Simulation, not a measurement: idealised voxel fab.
Process module under the name voxel spacer lines
Cross-sectional view cut (width: 280 nm; square cell size: 5 nm).
In what follows, cross-sections appear as grids of square cells, described through bands that run from the top down, where every band is one or more rows of cells.
It is stipulated that each band's entry specify, in nanometres, the height of the top of the band and then that of its bottom, followed by the materials of the band in left-to-right sequence, each together with its width in nanometres. A single material marked by the word "throughout" is understood to fill the band from edge to edge; the word "air" is understood to denote empty space.
Height reference: 0 = level under which incoming wafer is all one material. Lowest band: no bottom, runs on downward, e.g. "z 0 and below".
Width "30->40": first value at the band's top row of cells, second value at its bottom row, equal change from row to row.
Step marked "all unchanged"? Then no cell in the cross-section changed in it.
"Fully closed voids" means: voids of 8 cells or more that are shut off from the top with no open way through. Written width x height at distance, distance from the left edge, in nm.
Heads up: the bit after the settings on a step's line is the simulator's remark on that step.
Each step line may optionally specify "overlay nm", which for a step with a mask gives the rightward distance between the mask's planned place and where it lay, a negative value indicating the leftward direction.

Intended process steps:
step 1: RECEIVE [material Si]
step 2: CONFORMAL_DEP [material Al2O3] [thk nm 10]
step 3: DIRECTIONAL_DEP [material polySi] [thk nm 10]
step 4: DIRECTIONAL_DEP [material aC] [thk nm 30]
step 5: PATTERN [tone cover] [mask id MANDREL] [material resist] [width nm 15] [pitch nm 60] [thk nm 40] [overlay nm 0]
step 6: DIRECTIONAL_ETCH [etch materials aC] [depth nm 30]
step 7: STRIP [etch materials resist]
step 8: CONFORMAL_DEP [material SiN] [thk nm 15]
step 9: DIRECTIONAL_ETCH [etch materials SiN] [depth nm 15]
step 10: STRIP [etch materials aC]
step 11: DIRECTIONAL_ETCH [etch materials polySi] [depth nm 10]
step 12: STRIP [etch materials SiN]

As received (post step 1): cross-section:
	z 0 and below | Si throughout
	Fully closed voids: none

The first of two wafers, cross-sectioned at the end of the module, with the run proceeding as planned:
	z 20 to 10 | air (85); polySi (15); air (15); polySi (15); air (15); polySi (15); air (15); polySi (15); air (90)
	z 10 to 0 | Al2O3 throughout
	z 0 and below | Si throughout
	Fully closed voids: none

So this is wafer number two of the two, cut at the end of the module - it started where the first did and had the same plan, we just got one thing wrong running it:
	z 10 to 0 | air (85); polySi (15); air (15); polySi (15); air (15); polySi (15); air (15); polySi (15); air (90)
	z 0 and below | Si throughout
	Fully closed voids: none
Which mistake was made when the wafer was run? execution of step 2 of the plan did not take place, the step having been omitted
End check, counted in cells, second wafer has more or fewer of these materials than the first: Al2O3 -112
